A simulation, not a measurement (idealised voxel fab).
The following is a process module called voxel transistor to metal.
Xsec cut, 150 nm wide, square cell size 5 nm.
Notation: cross-section as square-cell grid; stated in bands, top first, going down; one or more cell rows per band. The entry gives the band's vertical extent as a top height and a bottom height in nm, then its horizontal make-up as materials from left to right, each with a width in nm. "air" stands for empty space; a single material marked "all across" fills the band edge to edge. Height datum 0, below which the as-received substrate wafer is one material. Lowest band open at the bottom, running downward: "0..down". Note: "30..40" means the width goes from the first number (top row of the band) to the second number (bottom row) in equal steps per row of cells. Step marked "same as before"? Then no cell in the cross-section changed in it. "Encapsulated voids" specifies each empty space that is not open to the top and that occupies no fewer than 8 cells, using the form width x height at distance, the distance measured from the left edge and all three quantities in nm. Heads up: the bit after the settings on a step's line is the simulator's remark on that step. What "overlay nm" on a step's line means: if the step has a mask, that mask lay this far to the right of its planned place, or, when the value is negative, to the left.
**Process steps (planned)**
1 RECEIVE, material Si
2 OXIDIZE, depth nm 5
3 CONFORMAL_DEP, material SiN, thk nm 15
4 PATTERN, tone cover, mask id ACTIVE, material resist, width nm 90, thk nm 20, overlay nm 0
5 DIRECTIONAL_ETCH, etch materials SiN, depth nm 15
6 DIRECTIONAL_ETCH, etch materials SiO2, depth nm 5
7 DIRECTIONAL_ETCH, etch materials Si, depth nm 25
8 STRIP, etch materials resist
9 FILL_DEP, material SiO2, thk nm 5
10 CMP, height nm 15
11 SELECTIVE_ETCH, etch materials SiO2, depth nm 15
12 STRIP, etch materials SiN
13 SELECTIVE_ETCH, etch materials SiO2, depth nm 5
14 OXIDIZE, depth nm 5
15 DIRECTIONAL_DEP, material polySi, thk nm 25
16 DIRECTIONAL_DEP, material SiCN, thk nm 15
17 MASKED_ETCH, tone cover, mask id GATE, width nm 20, etch materials SiCN, depth nm 25, overlay nm 0
18 MASKED_ETCH, tone cover, mask id GATE, width nm 20, etch materials polySi, depth nm 35, overlay nm 0
19 CONFORMAL_DEP, material SiN, thk nm 10
20 DIRECTIONAL_ETCH, etch materials SiN, depth nm 10
21 DIRECTIONAL_ETCH, etch materials SiO2, depth nm 5
22 DIRECTIONAL_ETCH, etch materials Si, depth nm 5
23 EPI, material SiGe, thk nm 10
24 FILL_DEP, material SiO2, thk nm 5
25 CMP, height nm 35
26 DIRECTIONAL_DEP, material SiO2, thk nm 15
27 PATTERN, tone open, mask id CONTACT, material resist, width nm 15, pitch nm 65, thk nm 20, overlay nm 0
28 DIRECTIONAL_ETCH, etch materials SiO2, depth nm 55
29 STRIP, etch materials resist
30 CONFORMAL_DEP, material TiN, thk nm 5
31 FILL_DEP, material W, thk nm 10
32 CMP, height nm 50
33 DIRECTIONAL_DEP, material TiN, thk nm 5
34 DIRECTIONAL_DEP, material Ru, thk nm 25
35 DIRECTIONAL_DEP, material aC, thk nm 10
36 PATTERN, tone cover, mask id METAL_1, material resist, width nm 15, pitch nm 65, thk nm 25, overlay nm 0
37 DIRECTIONAL_ETCH, etch materials aC, depth nm 10
38 STRIP, etch materials resist
39 DIRECTIONAL_ETCH, etch materials Ru, depth nm 25
40 DIRECTIONAL_ETCH, etch materials TiN, depth nm 5
41 STRIP, etch materials aC
42 CONFORMAL_DEP, material SiN, thk nm 5
43 FILL_DEP, material SiO2, thk nm 5
44 CMP, height nm 80
45 CONFORMAL_DEP, material SiCN, thk nm 5
46 DIRECTIONAL_DEP, material SiO2, thk nm 35
47 PATTERN, tone open, mask id METAL_2, material resist, width nm 15, pitch nm 65, thk nm 20, overlay nm 0
48 DIRECTIONAL_ETCH, etch materials SiO2, depth nm 20
49 STRIP, etch materials resist
50 PATTERN, tone open, mask id METAL_2_HOLES, material resist, width nm 15, pitch nm 65, thk nm 20, overlay nm 0
51 DIRECTIONAL_ETCH, etch materials SiO2, depth nm 15
52 DIRECTIONAL_ETCH, etch materials SiCN, depth nm 5
53 STRIP, etch materials resist
54 CONFORMAL_DEP, material TiN, thk nm 5
55 FILL_DEP, material Ru, thk nm 10
56 CMP, height nm 120
57 CONFORMAL_DEP, material SiN, thk nm 5
**Concerning the first of two wafers, which was run in accordance with the plan**
**The cross-section here shows the wafer as received, i.e. in its state after step 1**
- 0..down = Si all across
- Encapsulated voids: none
**You're looking at a cross-section of the wafer after step 2**
- 0..-5 = SiO2 all across
- Everything under -5 stays put, no change at all.
**You're looking at a cross-section of the wafer after step 3**
- 15..0 = SiN all across
- Everything under 0 stays put, no change at all.
**You're looking at a cross-section of the wafer after step 4**
- 35..15 = 30 air  90 resist  30 air
- Everything under 15 stays put, no change at all.
**You're looking at a cross-section of the wafer after step 5**
- 35..15 = 30 air  90 resist  30 air
- 15..0 = 30 air  90 SiN  30 air
- Everything under 0 stays put, no change at all.
**You're looking at a cross-section of the wafer after step 6**
- 35..15 = 30 air  90 resist  30 air
- 15..0 = 30 air  90 SiN  30 air
- 0..-5 = 30 air  90 SiO2  30 air
- Everything under -5 stays put, no change at all.
**You're looking at a cross-section of the wafer after step 7**
- 35..15 = 30 air  90 resist  30 air
- 15..0 = 30 air  90 SiN  30 air
- 0..-5 = 30 air  90 SiO2  30 air
- -5..-30 = 30 air  90 Si  30 air
- Everything under -30 stays put, no change at all.
**You're looking at a cross-section of the wafer after step 8**
- 15..0 = 30 air  90 SiN  30 air
- Everything under 0 stays put, no change at all.
**You're looking at a cross-section of the wafer after step 9**
- 20..15 = SiO2 all across
- 15..0 = 30 SiO2  90 SiN  30 SiO2
- 0..-5 = SiO2 all across
- -5..-30 = 30 SiO2  90 Si  30 SiO2
- Everything under -30 stays put, no change at all.
**You're looking at a cross-section of the wafer after step 10**
- 15..0 = 30 SiO2  90 SiN  30 SiO2
- Everything under 0 stays put, no change at all.
**You're looking at a cross-section of the wafer after step 11**
- 15..0 = 30 air  90 SiN  30 air
- Everything under 0 stays put, no change at all.
**You're looking at a cross-section of the wafer after step 12**
- 0..-5 = SiO2 all across
- Everything under -5 stays put, no change at all.
**You're looking at a cross-section of the wafer after step 13**
- -5..-30 = 30 SiO2  90 Si  30 SiO2
- Everything under -30 stays put, no change at all.
**You're looking at a cross-section of the wafer after step 14**
- -5..-10 = SiO2 all across
- Everything under -10 stays put, no change at all.
**You're looking at a cross-section of the wafer after step 15**
- 20..-5 = polySi all across
- Everything under -5 stays put, no change at all.
**You're looking at a cross-section of the wafer after step 16**
- 35..20 = SiCN all across
- Everything under 20 stays put, no change at all.
**You're looking at a cross-section of the wafer after step 17**
- 35..20 = 65 air  20 SiCN  65 air
- Everything under 20 stays put, no change at all.
**You're looking at a cross-section of the wafer after step 18**
- 35..20 = 65 air  20 SiCN  65 air
- 20..-5 = 65 air  20 polySi  65 air
- Everything under -5 stays put, no change at all.
**You're looking at a cross-section of the wafer after step 19**
- 45..35 = 55 air  40 SiN  55 air
- 35..20 = 55 air  10 SiN  20 SiCN  10 SiN  55 air
- 20..5 = 55 air  10 SiN  20 polySi  10 SiN  55 air
- 5..-5 = 65 SiN  20 polySi  65 SiN
- Everything under -5 stays put, no change at all.
**You're looking at a cross-section of the wafer after step 20**
- 35..20 = 55 air  10 SiN  20 SiCN  10 SiN  55 air
- 20..-5 = 55 air  10 SiN  20 polySi  10 SiN  55 air
- Everything under -5 stays put, no change at all.
**You're looking at a cross-section of the wafer after step 21**
- 35..20 = 55 air  10 SiN  20 SiCN  10 SiN  55 air
- 20..-5 = 55 air  10 SiN  20 polySi  10 SiN  55 air
- -5..-10 = 55 air  40 SiO2  55 air
- Everything under -10 stays put, no change at all.
**You're looking at a cross-section of the wafer after step 22**
- 35..20 = 55 air  10 SiN  20 SiCN  10 SiN  55 air
- 20..-5 = 55 air  10 SiN  20 polySi  10 SiN  55 air
- -5..-10 = 55 air  40 SiO2  55 air
- -10..-15 = 30 SiO2  25 air  40 Si  25 air  30 SiO2
- Everything under -15 stays put, no change at all.
**You're looking at a cross-section of the wafer after step 23**
- 35..20 = 55 air  10 SiN  20 SiCN  10 SiN  55 air
- 20..0 = 55 air  10 SiN  20 polySi  10 SiN  55 air
- 0..-5 = 45 air  10 SiGe  10 SiN  20 polySi  10 SiN  10 SiGe  45 air
- -5..-10 = 25 air  30 SiGe  40 SiO2  30 SiGe  25 air
- -10..-15 = 30 SiO2  25 SiGe  40 Si  25 SiGe  30 SiO2
- Everything under -15 stays put, no change at all.
**You're looking at a cross-section of the wafer after step 24**
- 40..35 = SiO2 all across
- 35..20 = 55 SiO2  10 SiN  20 SiCN  10 SiN  55 SiO2
- 20..0 = 55 SiO2  10 SiN  20 polySi  10 SiN  55 SiO2
- 0..-5 = 45 SiO2  10 SiGe  10 SiN  20 polySi  10 SiN  10 SiGe  45 SiO2
- -5..-10 = 25 SiO2  30 SiGe  40 SiO2  30 SiGe  25 SiO2
- Everything under -10 stays put, no change at all.
**You're looking at a cross-section of the wafer after step 25**
- 35..20 = 55 SiO2  10 SiN  20 SiCN  10 SiN  55 SiO2
- Everything under 20 stays put, no change at all.
**You're looking at a cross-section of the wafer after step 26**
- 50..35 = SiO2 all across
- Everything under 35 stays put, no change at all.
**You're looking at a cross-section of the wafer after step 27**
- 70..50 = 35 resist  15 air  50 resist  15 air  35 resist
- Everything under 50 stays put, no change at all.
**You're looking at a cross-section of the wafer after step 28**
- 70..50 = 35 resist  15 air  50 resist  15 air  35 resist
- 50..35 = 35 SiO2  15 air  50 SiO2  15 air  35 SiO2
- 35..20 = 35 SiO2  15 air  5 SiO2  10 SiN  20 SiCN  10 SiN  5 SiO2  15 air  35 SiO2
- 20..0 = 35 SiO2  15 air  5 SiO2  10 SiN  20 polySi  10 SiN  5 SiO2  15 air  35 SiO2
- 0..-5 = 35 SiO2  10 air  10 SiGe  10 SiN  20 polySi  10 SiN  10 SiGe  10 air  35 SiO2
- Everything under -5 stays put, no change at all.
**You're looking at a cross-section of the wafer after step 29**
- 50..35 = 35 SiO2  15 air  50 SiO2  15 air  35 SiO2
- Everything under 35 stays put, no change at all.
**You're looking at a cross-section of the wafer after step 30**
- 55..50 = 40 TiN  5 air  60 TiN  5 air  40 TiN
- 50..35 = 35 SiO2  5 TiN  5 air  5 TiN  50 SiO2  5 TiN  5 air  5 TiN  35 SiO2
- 35..20 = 35 SiO2  5 TiN  5 air  5 TiN  5 SiO2  10 SiN  20 SiCN  10 SiN  5 SiO2  5 TiN  5 air  5 TiN  35 SiO2
- 20..5 = 35 SiO2  5 TiN  5 air  5 TiN  5 SiO2  10 SiN  20 polySi  10 SiN  5 SiO2  5 TiN  5 air  5 TiN  35 SiO2
- 5..0 = 35 SiO2  15 TiN  5 SiO2  10 SiN  20 polySi  10 SiN  5 SiO2  15 TiN  35 SiO2
- 0..-5 = 35 SiO2  10 TiN  10 SiGe  10 SiN  20 polySi  10 SiN  10 SiGe  10 TiN  35 SiO2
- Everything under -5 stays put, no change at all.
**You're looking at a cross-section of the wafer after step 31**
- 65..55 = W all across
- 55..50 = 40 TiN  5 W  60 TiN  5 W  40 TiN
- 50..35 = 35 SiO2  5 TiN  5 W  5 TiN  50 SiO2  5 TiN  5 W  5 TiN  35 SiO2
- 35..20 = 35 SiO2  5 TiN  5 W  5 TiN  5 SiO2  10 SiN  20 SiCN  10 SiN  5 SiO2  5 TiN  5 W  5 TiN  35 SiO2
- 20..5 = 35 SiO2  5 TiN  5 W  5 TiN  5 SiO2  10 SiN  20 polySi  10 SiN  5 SiO2  5 TiN  5 W  5 TiN  35 SiO2
- Everything under 5 stays put, no change at all.
**You're looking at a cross-section of the wafer after step 32**
- 50..35 = 35 SiO2  5 TiN  5 W  5 TiN  50 SiO2  5 TiN  5 W  5 TiN  35 SiO2
- Everything under 35 stays put, no change at all.
**You're looking at a cross-section of the wafer after step 33**
- 55..50 = TiN all across
- Everything under 50 stays put, no change at all.
**You're looking at a cross-section of the wafer after step 34**
- 80..55 = Ru all across
- Everything under 55 stays put, no change at all.
**You're looking at a cross-section of the wafer after step 35**
- 90..80 = aC all across
- Everything under 80 stays put, no change at all.
**You're looking at a cross-section of the wafer after step 36**
- 115..90 = 35 air  15 resist  50 air  15 resist  35 air
- Everything under 90 stays put, no change at all.
**You're looking at a cross-section of the wafer after step 37**
- 105..90 = 35 air  15 resist  50 air  15 resist  35 air
- 90..80 = 35 air  15 aC  50 air  15 aC  35 air
- Everything under 80 stays put, no change at all.
**You're looking at a cross-section of the wafer after step 38**
- 90..80 = 35 air  15 aC  50 air  15 aC  35 air
- Everything under 80 stays put, no change at all.
**You're looking at a cross-section of the wafer after step 39**
- 90..80 = 35 air  15 aC  50 air  15 aC  35 air
- 80..55 = 35 air  15 Ru  50 air  15 Ru  35 air
- Everything under 55 stays put, no change at all.
**You're looking at a cross-section of the wafer after step 40**
- 90..80 = 35 air  15 aC  50 air  15 aC  35 air
- 80..55 = 35 air  15 Ru  50 air  15 Ru  35 air
- 55..50 = 35 air  15 TiN  50 air  15 TiN  35 air
- Everything under 50 stays put, no change at all.
**You're looking at a cross-section of the wafer after step 41**
- 80..55 = 35 air  15 Ru  50 air  15 Ru  35 air
- Everything under 55 stays put, no change at all.
**You're looking at a cross-section of the wafer after step 42**
- 85..80 = 30 air  25 SiN  40 air  25 SiN  30 air
- 80..55 = 30 air  5 SiN  15 Ru  5 SiN  40 air  5 SiN  15 Ru  5 SiN  30 air
- 55..50 = 35 SiN  15 TiN  50 SiN  15 TiN  35 SiN
- Everything under 50 stays put, no change at all.
**You're looking at a cross-section of the wafer after step 43**
- 90..85 = SiO2 all across
- 85..80 = 30 SiO2  25 SiN  40 SiO2  25 SiN  30 SiO2
- 80..55 = 30 SiO2  5 SiN  15 Ru  5 SiN  40 SiO2  5 SiN  15 Ru  5 SiN  30 SiO2
- Everything under 55 stays put, no change at all.
**You're looking at a cross-section of the wafer after step 44**
- 80..55 = 30 SiO2  5 SiN  15 Ru  5 SiN  40 SiO2  5 SiN  15 Ru  5 SiN  30 SiO2
- Everything under 55 stays put, no change at all.
**You're looking at a cross-section of the wafer after step 45**
- 85..80 = SiCN all across
- Everything under 80 stays put, no change at all.
**You're looking at a cross-section of the wafer after step 46**
- 120..85 = SiO2 all across
- Everything under 85 stays put, no change at all.
**You're looking at a cross-section of the wafer after step 47**
- 140..120 = 35 resist  15 air  50 resist  15 air  35 resist
- Everything under 120 stays put, no change at all.
**You're looking at a cross-section of the wafer after step 48**
- 140..120 = 35 resist  15 air  50 resist  15 air  35 resist
- 120..100 = 35 SiO2  15 air  50 SiO2  15 air  35 SiO2
- Everything under 100 stays put, no change at all.
**You're looking at a cross-section of the wafer after step 49**
- 120..100 = 35 SiO2  15 air  50 SiO2  15 air  35 SiO2
- Everything under 100 stays put, no change at all.
**You're looking at a cross-section of the wafer after step 50**
- 140..120 = 35 resist  15 air  50 resist  15 air  35 resist
- Everything under 120 stays put, no change at all.
**You're looking at a cross-section of the wafer after step 51**
- 140..120 = 35 resist  15 air  50 resist  15 air  35 resist
- 120..85 = 35 SiO2  15 air  50 SiO2  15 air  35 SiO2
- Everything under 85 stays put, no change at all.
**You're looking at a cross-section of the wafer after step 52**
- 140..120 = 35 resist  15 air  50 resist  15 air  35 resist
- 120..85 = 35 SiO2  15 air  50 SiO2  15 air  35 SiO2
- 85..80 = 35 SiCN  15 air  50 SiCN  15 air  35 SiCN
- Everything under 80 stays put, no change at all.
**You're looking at a cross-section of the wafer after step 53**
- 120..85 = 35 SiO2  15 air  50 SiO2  15 air  35 SiO2
- Everything under 85 stays put, no change at all.
**You're looking at a cross-section of the wafer after step 54**
- 125..120 = 40 TiN  5 air  60 TiN  5 air  40 TiN
- 120..85 = 35 SiO2  5 TiN  5 air  5 TiN  50 SiO2  5 TiN  5 air  5 TiN  35 SiO2
- 85..80 = 35 SiCN  15 TiN  50 SiCN  15 TiN  35 SiCN
- Everything under 80 stays put, no change at all.
**You're looking at a cross-section of the wafer after step 55**
- 135..125 = Ru all across
- 125..120 = 40 TiN  5 Ru  60 TiN  5 Ru  40 TiN
- 120..85 = 35 SiO2  5 TiN  5 Ru  5 TiN  50 SiO2  5 TiN  5 Ru  5 TiN  35 SiO2
- Everything under 85 stays put, no change at all.
**You're looking at a cross-section of the wafer after step 56**
- 120..85 = 35 SiO2  5 TiN  5 Ru  5 TiN  50 SiO2  5 TiN  5 Ru  5 TiN  35 SiO2
- Everything under 85 stays put, no change at all.
**You're looking at a cross-section of the wafer after step 57**
- 125..120 = SiN all across
- Everything under 120 stays put, no change at all.
**What follows concerns the second wafer, which started out like the first and was meant to follow the very same plan; one mistake crept in when it was run, but everything up to and including step 6 is the same as for the first wafer**
**Cross-section of the second wafer at the time by which step 7 should have been completed according to the plan**
- 35..15 = 30 air  90 resist  30 air
- 15..0 = 30 air  90 SiN  30 air
- 0..-5 = 30 air  90 SiO2  30 air
- -5..-55 = 30 air  90 Si  30 air
- Everything under -55 stays put, no change at all.
**Cross-section of the second wafer at the time by which step 8 should have been completed according to the plan**
- 15..0 = 30 air  90 SiN  30 air
- Everything under 0 stays put, no change at all.
**Cross-section of the second wafer at the time by which step 9 should have been completed according to the plan**
- 20..15 = SiO2 all across
- 15..0 = 30 SiO2  90 SiN  30 SiO2
- 0..-5 = SiO2 all across
- -5..-55 = 30 SiO2  90 Si  30 SiO2
- Everything under -55 stays put, no change at all.
**Cross-section of the second wafer at the time by which step 10 should have been completed according to the plan**
- 15..0 = 30 SiO2  90 SiN  30 SiO2
- Everything under 0 stays put, no change at all.
**Cross-section of the second wafer at the time by which step 11 should have been completed according to the plan**
- 15..0 = 30 air  90 SiN  30 air
- Everything under 0 stays put, no change at all.
**Cross-section of the second wafer at the time by which step 12 should have been completed according to the plan**
- 0..-5 = SiO2 all across
- Everything under -5 stays put, no change at all.
**Cross-section of the second wafer at the time by which step 13 should have been completed according to the plan**
- -5..-55 = 30 SiO2  90 Si  30 SiO2
- Everything under -55 stays put, no change at all.
**Cross-section of the second wafer at the time by which step 14 should have been completed according to the plan**
- -5..-10 = SiO2 all across
- Everything under -10 stays put, no change at all.
**Cross-section of the second wafer at the time by which step 15 should have been completed according to the plan**
- 20..-5 = polySi all across
- Everything under -5 stays put, no change at all.
**Cross-section of the second wafer at the time by which step 16 should have been completed according to the plan**
- 35..20 = SiCN all across
- Everything under 20 stays put, no change at all.
**Cross-section of the second wafer at the time by which step 17 should have been completed according to the plan**
- 35..20 = 65 air  20 SiCN  65 air
- Everything under 20 stays put, no change at all.
**Cross-section of the second wafer at the time by which step 18 should have been completed according to the plan**
- 35..20 = 65 air  20 SiCN  65 air
- 20..-5 = 65 air  20 polySi  65 air
- Everything under -5 stays put, no change at all.
**Cross-section of the second wafer at the time by which step 19 should have been completed according to the plan**
- 45..35 = 55 air  40 SiN  55 air
- 35..20 = 55 air  10 SiN  20 SiCN  10 SiN  55 air
- 20..5 = 55 air  10 SiN  20 polySi  10 SiN  55 air
- 5..-5 = 65 SiN  20 polySi  65 SiN
- Everything under -5 stays put, no change at all.
**Cross-section of the second wafer at the time by which step 20 should have been completed according to the plan**
- 35..20 = 55 air  10 SiN  20 SiCN  10 SiN  55 air
- 20..-5 = 55 air  10 SiN  20 polySi  10 SiN  55 air
- Everything under -5 stays put, no change at all.
**Cross-section of the second wafer at the time by which step 21 should have been completed according to the plan**
- 35..20 = 55 air  10 SiN  20 SiCN  10 SiN  55 air
- 20..-5 = 55 air  10 SiN  20 polySi  10 SiN  55 air
- -5..-10 = 55 air  40 SiO2  55 air
- Everything under -10 stays put, no change at all.
**Cross-section of the second wafer at the time by which step 22 should have been completed according to the plan**
- 35..20 = 55 air  10 SiN  20 SiCN  10 SiN  55 air
- 20..-5 = 55 air  10 SiN  20 polySi  10 SiN  55 air
- -5..-10 = 55 air  40 SiO2  55 air
- -10..-15 = 30 SiO2  25 air  40 Si  25 air  30 SiO2
- Everything under -15 stays put, no change at all.
**Cross-section of the second wafer at the time by which step 23 should have been completed according to the plan**
- 35..20 = 55 air  10 SiN  20 SiCN  10 SiN  55 air
- 20..0 = 55 air  10 SiN  20 polySi  10 SiN  55 air
- 0..-5 = 45 air  10 SiGe  10 SiN  20 polySi  10 SiN  10 SiGe  45 air
- -5..-10 = 25 air  30 SiGe  40 SiO2  30 SiGe  25 air
- -10..-15 = 30 SiO2  25 SiGe  40 Si  25 SiGe  30 SiO2
- Everything under -15 stays put, no change at all.
**Cross-section of the second wafer at the time by which step 24 should have been completed according to the plan**
- 40..35 = SiO2 all across
- 35..20 = 55 SiO2  10 SiN  20 SiCN  10 SiN  55 SiO2
- 20..0 = 55 SiO2  10 SiN  20 polySi  10 SiN  55 SiO2
- 0..-5 = 45 SiO2  10 SiGe  10 SiN  20 polySi  10 SiN  10 SiGe  45 SiO2
- -5..-10 = 25 SiO2  30 SiGe  40 SiO2  30 SiGe  25 SiO2
- Everything under -10 stays put, no change at all.
**Cross-section of the second wafer at the time by which step 25 should have been completed according to the plan**
- 35..20 = 55 SiO2  10 SiN  20 SiCN  10 SiN  55 SiO2
- Everything under 20 stays put, no change at all.
**Cross-section of the second wafer at the time by which step 26 should have been completed according to the plan**
- 50..35 = SiO2 all across
- Everything under 35 stays put, no change at all.
**Cross-section of the second wafer at the time by which step 27 should have been completed according to the plan**
- 70..50 = 35 resist  15 air  50 resist  15 air  35 resist
- Everything under 50 stays put, no change at all.
**Cross-section of the second wafer at the time by which step 28 should have been completed according to the plan**
- 70..50 = 35 resist  15 air  50 resist  15 air  35 resist
- 50..35 = 35 SiO2  15 air  50 SiO2  15 air  35 SiO2
- 35..20 = 35 SiO2  15 air  5 SiO2  10 SiN  20 SiCN  10 SiN  5 SiO2  15 air  35 SiO2
- 20..0 = 35 SiO2  15 air  5 SiO2  10 SiN  20 polySi  10 SiN  5 SiO2  15 air  35 SiO2
- 0..-5 = 35 SiO2  10 air  10 SiGe  10 SiN  20 polySi  10 SiN  10 SiGe  10 air  35 SiO2
- Everything under -5 stays put, no change at all.
**Cross-section of the second wafer at the time by which step 29 should have been completed according to the plan**
- 50..35 = 35 SiO2  15 air  50 SiO2  15 air  35 SiO2
- Everything under 35 stays put, no change at all.
**Cross-section of the second wafer at the time by which step 30 should have been completed according to the plan**
- 55..50 = 40 TiN  5 air  60 TiN  5 air  40 TiN
- 50..35 = 35 SiO2  5 TiN  5 air  5 TiN  50 SiO2  5 TiN  5 air  5 TiN  35 SiO2
- 35..20 = 35 SiO2  5 TiN  5 air  5 TiN  5 SiO2  10 SiN  20 SiCN  10 SiN  5 SiO2  5 TiN  5 air  5 TiN  35 SiO2
- 20..5 = 35 SiO2  5 TiN  5 air  5 TiN  5 SiO2  10 SiN  20 polySi  10 SiN  5 SiO2  5 TiN  5 air  5 TiN  35 SiO2
- 5..0 = 35 SiO2  15 TiN  5 SiO2  10 SiN  20 polySi  10 SiN  5 SiO2  15 TiN  35 SiO2
- 0..-5 = 35 SiO2  10 TiN  10 SiGe  10 SiN  20 polySi  10 SiN  10 SiGe  10 TiN  35 SiO2
- Everything under -5 stays put, no change at all.
**Cross-section of the second wafer at the time by which step 31 should have been completed according to the plan**
- 65..55 = W all across
- 55..50 = 40 TiN  5 W  60 TiN  5 W  40 TiN
- 50..35 = 35 SiO2  5 TiN  5 W  5 TiN  50 SiO2  5 TiN  5 W  5 TiN  35 SiO2
- 35..20 = 35 SiO2  5 TiN  5 W  5 TiN  5 SiO2  10 SiN  20 SiCN  10 SiN  5 SiO2  5 TiN  5 W  5 TiN  35 SiO2
- 20..5 = 35 SiO2  5 TiN  5 W  5 TiN  5 SiO2  10 SiN  20 polySi  10 SiN  5 SiO2  5 TiN  5 W  5 TiN  35 SiO2
- Everything under 5 stays put, no change at all.
**Cross-section of the second wafer at the time by which step 32 should have been completed according to the plan**
- 50..35 = 35 SiO2  5 TiN  5 W  5 TiN  50 SiO2  5 TiN  5 W  5 TiN  35 SiO2
- Everything under 35 stays put, no change at all.
**Cross-section of the second wafer at the time by which step 33 should have been completed according to the plan**
- 55..50 = TiN all across
- Everything under 50 stays put, no change at all.
**Cross-section of the second wafer at the time by which step 34 should have been completed according to the plan**
- 80..55 = Ru all across
- Everything under 55 stays put, no change at all.
**Cross-section of the second wafer at the time by which step 35 should have been completed according to the plan**
- 90..80 = aC all across
- Everything under 80 stays put, no change at all.
**Cross-section of the second wafer at the time by which step 36 should have been completed according to the plan**
- 115..90 = 35 air  15 resist  50 air  15 resist  35 air
- Everything under 90 stays put, no change at all.
**Cross-section of the second wafer at the time by which step 37 should have been completed according to the plan**
- 105..90 = 35 air  15 resist  50 air  15 resist  35 air
- 90..80 = 35 air  15 aC  50 air  15 aC  35 air
- Everything under 80 stays put, no change at all.
**Cross-section of the second wafer at the time by which step 38 should have been completed according to the plan**
- 90..80 = 35 air  15 aC  50 air  15 aC  35 air
- Everything under 80 stays put, no change at all.
**Cross-section of the second wafer at the time by which step 39 should have been completed according to the plan**
- 90..80 = 35 air  15 aC  50 air  15 aC  35 air
- 80..55 = 35 air  15 Ru  50 air  15 Ru  35 air
- Everything under 55 stays put, no change at all.
**Cross-section of the second wafer at the time by which step 40 should have been completed according to the plan**
- 90..80 = 35 air  15 aC  50 air  15 aC  35 air
- 80..55 = 35 air  15 Ru  50 air  15 Ru  35 air
- 55..50 = 35 air  15 TiN  50 air  15 TiN  35 air
- Everything under 50 stays put, no change at all.
**Cross-section of the second wafer at the time by which step 41 should have been completed according to the plan**
- 80..55 = 35 air  15 Ru  50 air  15 Ru  35 air
- Everything under 55 stays put, no change at all.
**Cross-section of the second wafer at the time by which step 42 should have been completed according to the plan**
- 85..80 = 30 air  25 SiN  40 air  25 SiN  30 air
- 80..55 = 30 air  5 SiN  15 Ru  5 SiN  40 air  5 SiN  15 Ru  5 SiN  30 air
- 55..50 = 35 SiN  15 TiN  50 SiN  15 TiN  35 SiN
- Everything under 50 stays put, no change at all.
**Cross-section of the second wafer at the time by which step 43 should have been completed according to the plan**
- 90..85 = SiO2 all across
- 85..80 = 30 SiO2  25 SiN  40 SiO2  25 SiN  30 SiO2
- 80..55 = 30 SiO2  5 SiN  15 Ru  5 SiN  40 SiO2  5 SiN  15 Ru  5 SiN  30 SiO2
- Everything under 55 stays put, no change at all.
**Cross-section of the second wafer at the time by which step 44 should have been completed according to the plan**
- 80..55 = 30 SiO2  5 SiN  15 Ru  5 SiN  40 SiO2  5 SiN  15 Ru  5 SiN  30 SiO2
- Everything under 55 stays put, no change at all.
**Cross-section of the second wafer at the time by which step 45 should have been completed according to the plan**
- 85..80 = SiCN all across
- Everything under 80 stays put, no change at all.
**Cross-section of the second wafer at the time by which step 46 should have been completed according to the plan**
- 120..85 = SiO2 all across
- Everything under 85 stays put, no change at all.
**Cross-section of the second wafer at the time by which step 47 should have been completed according to the plan**
- 140..120 = 35 resist  15 air  50 resist  15 air  35 resist
- Everything under 120 stays put, no change at all.
**Cross-section of the second wafer at the time by which step 48 should have been completed according to the plan**
- 140..120 = 35 resist  15 air  50 resist  15 air  35 resist
- 120..100 = 35 SiO2  15 air  50 SiO2  15 air  35 SiO2
- Everything under 100 stays put, no change at all.
**Cross-section of the second wafer at the time by which step 49 should have been completed according to the plan**
- 120..100 = 35 SiO2  15 air  50 SiO2  15 air  35 SiO2
- Everything under 100 stays put, no change at all.
**Cross-section of the second wafer at the time by which step 50 should have been completed according to the plan**
- 140..120 = 35 resist  15 air  50 resist  15 air  35 resist
- Everything under 120 stays put, no change at all.
**Cross-section of the second wafer at the time by which step 51 should have been completed according to the plan**
- 140..120 = 35 resist  15 air  50 resist  15 air  35 resist
- 120..85 = 35 SiO2  15 air  50 SiO2  15 air  35 SiO2
- Everything under 85 stays put, no change at all.
**Cross-section of the second wafer at the time by which step 52 should have been completed according to the plan**
- 140..120 = 35 resist  15 air  50 resist  15 air  35 resist
- 120..85 = 35 SiO2  15 air  50 SiO2  15 air  35 SiO2
- 85..80 = 35 SiCN  15 air  50 SiCN  15 air  35 SiCN
- Everything under 80 stays put, no change at all.
**Cross-section of the second wafer at the time by which step 53 should have been completed according to the plan**
- 120..85 = 35 SiO2  15 air  50 SiO2  15 air  35 SiO2
- Everything under 85 stays put, no change at all.
**Cross-section of the second wafer at the time by which step 54 should have been completed according to the plan**
- 125..120 = 40 TiN  5 air  60 TiN  5 air  40 TiN
- 120..85 = 35 SiO2  5 TiN  5 air  5 TiN  50 SiO2  5 TiN  5 air  5 TiN  35 SiO2
- 85..80 = 35 SiCN  15 TiN  50 SiCN  15 TiN  35 SiCN
- Everything under 80 stays put, no change at all.
**Cross-section of the second wafer at the time by which step 55 should have been completed according to the plan**
- 135..125 = Ru all across
- 125..120 = 40 TiN  5 Ru  60 TiN  5 Ru  40 TiN
- 120..85 = 35 SiO2  5 TiN  5 Ru  5 TiN  50 SiO2  5 TiN  5 Ru  5 TiN  35 SiO2
- Everything under 85 stays put, no change at all.
**Cross-section of the second wafer at the time by which step 56 should have been completed according to the plan**
- 120..85 = 35 SiO2  5 TiN  5 Ru  5 TiN  50 SiO2  5 TiN  5 Ru  5 TiN  35 SiO2
- Everything under 85 stays put, no change at all.
**Cross-section of the second wafer at the time by which step 57 should have been completed according to the plan**
- 125..120 = SiN all across
- Everything under 120 stays put, no change at all.
Deviation from plan: regarding the plan, step 7 was run twice
Final difference in cells, second wafer against first, listed per material as more or fewer: Si: 60 fewer | SiO2: 60 more
